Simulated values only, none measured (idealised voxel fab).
Documented hereafter: the process module known as voxel self aligned vias.
Each square cell in cross-section cut measures 5 nm, and the section as a whole is 210 nm wide.
The cross-sections in this document take the form of a grid made of square cells. They are written out as bands, in order from top to bottom. Each band consists of one or more rows of cells. First you get the band's top height and its bottom height, in nm, and then the materials it's made of, left to right, with each width in nm. If you see a single material with "edge to edge", that one covers the band edge to edge. "blank" is empty space. The reference from which all heights are counted is 0, the level beneath which the as-received wafer is entirely one material; the lowest band, having no lower bound, proceeds downward and is written after the example "0 -> down". So if you see something like "30..40" for the width, read it as the top row of the band sitting at the first number and the bottom row at the second, with every row in between moving by the same amount as the last. Reading "remained the same" for a step: not a cell of the cross-section changed in it. This entry, "Trapped cavities", enumerates those empty regions of no fewer than 8 cells that possess no open connection to the top. Each region is reported in the form width x height at distance, the distance being taken from the left edge, with all three quantities expressed in nm. Read whatever lies past the settings on a step's line as the simulator's own remark about the step. overlay nm: step with mask; distance mask lay right of planned place; negative value = left of planned place.

Here's what the planned process steps look like:
1. RECEIVE, material Si
2. CONFORMAL_DEP, material SiO2, thk nm 15
3. CONFORMAL_DEP, material SiCN, thk nm 5
4. DIRECTIONAL_DEP, material lowk, thk nm 25
5. DIRECTIONAL_DEP, material aC, thk nm 15
6. PATTERN, tone open, mask id LINES, material resist, width nm 20, pitch nm 50, thk nm 35, overlay nm 0
7. DIRECTIONAL_ETCH, etch materials aC, depth nm 15
8. STRIP, etch materials resist
9. DIRECTIONAL_ETCH, etch materials lowk, depth nm 25
10. STRIP, etch materials aC
11. CONFORMAL_DEP, material TiN, thk nm 5
12. FILL_DEP, material W, thk nm 5
13. CMP, height nm 45
14. SELECTIVE_ETCH, etch materials W Ru TiN, depth nm 5
15. FILL_DEP, material SiN, thk nm 10
16. CMP, height nm 45
17. DIRECTIONAL_DEP, material lowk, thk nm 20
18. PATTERN, tone open, mask id VIAS, material resist, width nm 30, thk nm 15, overlay nm 0
19. DIRECTIONAL_ETCH, etch materials lowk, depth nm 20
20. DIRECTIONAL_ETCH, etch materials SiN, depth nm 5
21. STRIP, etch materials resist
22. CONFORMAL_DEP, material TiN, thk nm 5
23. FILL_DEP, material Ru, thk nm 10
24. CMP, height nm 65
25. CONFORMAL_DEP, material SiCN, thk nm 5

As-received wafer cross-section (after step 1):
* 0 -> down: Si edge to edge
* Trapped cavities: none

The plan above was carried out on the starting structure above with one mistake, and this cross-section shows the wafer at the end of the module:
* 70 -> 65: SiCN edge to edge
* 65 -> 50: Ru (60), TiN (5), lowk (30), TiN (5), Ru (110)
* 50 -> 45: TiN (65), lowk (30), TiN (30), Ru (10), TiN (75)
* 45 -> 40: lowk (70), SiN (20), lowk (30), TiN (20), lowk (70)
* 40 -> 25: lowk (70), TiN (5), W (10), TiN (5), lowk (30), TiN (5), W (10), TiN (5), lowk (70)
* 25 -> 20: lowk (70), TiN (20), lowk (30), TiN (20), lowk (70)
* 20 -> 15: SiCN edge to edge
* 15 -> 0: SiO2 edge to edge
* 0 -> down: Si edge to edge
* Trapped cavities: none
Error vs. plan: rather than as planned, step 18 actually ran as PATTERN, tone cover, mask id VIAS, material resist, width nm 30, thk nm 15, overlay nm 0
